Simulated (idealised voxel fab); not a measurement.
Documented hereafter: the process module known as voxel self aligned contacts.
255 nm wide, 5 nm square cells: that's cross-section cut.
Cross-section spec: square-cell grid; bands listed top down; each band is one or more rows.
Band: top height; bottom height; in nm. Then, left to right: material with width in nm, for each material. "everywhere": a single material spanning edge to edge. "blank": empty space.
Height datum 0, below which the as-received substrate wafer is one material. Lowest band open at the bottom, running downward: "0 nm and below".
Per-row width for "30..40": begins at first number (top row of band), ends at second number (bottom row), increment between rows held constant.
The designation "remained the same", where it is given for a processing step, indicates that no cell of the cross-section was altered in the course of that step.
Empty spaces without an open route to the top, at least 8 cells in extent, make up the entry "Closed internal cavities"; each is given as width x height at distance, where the distance is measured from the left edge, and all are in nm.
Note: text after step settings on the step line = simulator remark on that step.
overlay nm: mask right of planned place by this much (step with mask). Neg. = left.

-- plan
| 1 | RECEIVE (material Si) |
| 2 | OXIDIZE (depth nm 5) |
| 3 | DIRECTIONAL_DEP (material polySi; thk nm 20) |
| 4 | DIRECTIONAL_DEP (material SiN; thk nm 25) |
| 5 | DIRECTIONAL_DEP (material aC; thk nm 10) |
| 6 | PATTERN (tone cover; mask id GATE; material resist; width nm 30; pitch nm 65; thk nm 25; overlay nm 0) |
| 7 | DIRECTIONAL_ETCH (etch materials aC; depth nm 10) |
| 8 | STRIP (etch materials resist) |
| 9 | DIRECTIONAL_ETCH (etch materials SiN; depth nm 25) |
| 10 | DIRECTIONAL_ETCH (etch materials polySi; depth nm 20) |
| 11 | STRIP (etch materials aC) |
| 12 | CONFORMAL_DEP (material SiN; thk nm 10) |
| 13 | DIRECTIONAL_ETCH (etch materials SiN; depth nm 10) |
| 14 | FILL_DEP (material SiO2; thk nm 10) |
| 15 | CMP (height nm 50) |
| 16 | MASKED_ETCH (tone open; mask id CONTACT; width nm 45; etch materials SiO2; depth nm 55; overlay nm -15) |
| 17 | CONFORMAL_DEP (material TiN; thk nm 5) |
| 18 | FILL_DEP (material Ru; thk nm 5) |
| 19 | CMP (height nm 50) |
| 20 | CONFORMAL_DEP (material SiCN; thk nm 5) |
Where the wafers of this document differ is in the overlay nm of step 16; they start out the same, and the plan states the value that applied to the first wafer.

-- Cross-section of the first of several received wafers, showing its state after step 1
    0 nm and below = Si everywhere
    Closed internal cavities: none

-- Cross-section after step 20, the final step of the module, for the first of several wafers
    55 nm to 50 nm = SiCN everywhere
    50 nm to 45 nm = SiO2 90 nm | TiN 35 nm | Ru 5 nm | TiN 5 nm | SiO2 120 nm
    45 nm to 20 nm = SiO2 70 nm | SiN 50 nm | TiN 5 nm | Ru 5 nm | TiN 5 nm | SiN 50 nm | SiO2 70 nm
    20 nm to 0 nm = SiO2 70 nm | SiN 10 nm | polySi 30 nm | SiN 10 nm | TiN 5 nm | Ru 5 nm | TiN 5 nm | SiN 10 nm | polySi 30 nm | SiN 10 nm | SiO2 70 nm
    0 nm to -5 nm = SiO2 120 nm | TiN 15 nm | SiO2 120 nm
    -5 nm and below = Si everywhere
    Closed internal cavities: none

-- Showing the last wafer in cross-section at the end of the module
    55 nm to 50 nm = SiCN everywhere
    50 nm to 45 nm = SiO2 120 nm | TiN 5 nm | Ru 5 nm | TiN 35 nm | SiO2 90 nm
    45 nm to 20 nm = SiO2 70 nm | SiN 50 nm | TiN 5 nm | Ru 5 nm | TiN 5 nm | SiN 50 nm | SiO2 70 nm
    20 nm to 0 nm = SiO2 70 nm | SiN 10 nm | polySi 30 nm | SiN 10 nm | TiN 5 nm | Ru 5 nm | TiN 5 nm | SiN 10 nm | polySi 30 nm | SiN 10 nm | SiO2 70 nm
    0 nm to -5 nm = SiO2 120 nm | TiN 15 nm | SiO2 120 nm
    -5 nm and below = Si everywhere
    Closed internal cavities: none

-- The rows of the table below are wafers. Looking at the end of the module, a row counts, for every material, the cells the wafer has gained, shown as (+), or lost, shown as (-), since it was received; its closed voids come next
overlay nm -15, +10 Ru, -51 Si, +51 SiCN, +132 SiN, +342 SiO2, +29 TiN, +48 polySi, Closed internal cavities: none
overlay nm -10, +10 Ru, -51 Si, +51 SiCN, +132 SiN, +342 SiO2, +29 TiN, +48 polySi, Closed internal cavities: none
overlay nm -5, +10 Ru, -51 Si, +51 SiCN, +132 SiN, +342 SiO2, +29 TiN, +48 polySi, Closed internal cavities: none
overlay nm 0, +10 Ru, -51 Si, +51 SiCN, +132 SiN, +342 SiO2, +29 TiN, +48 polySi, Closed internal cavities: none
overlay nm 5, +10 Ru, -51 Si, +51 SiCN, +132 SiN, +342 SiO2, +29 TiN, +48 polySi, Closed internal cavities: none
overlay nm 10, +10 Ru, -51 Si, +51 SiCN, +132 SiN, +342 SiO2, +29 TiN, +48 polySi, Closed internal cavities: none
overlay nm 15, +10 Ru, -51 Si, +51 SiCN, +132 SiN, +342 SiO2, +29 TiN, +48 polySi, Closed internal cavities: none
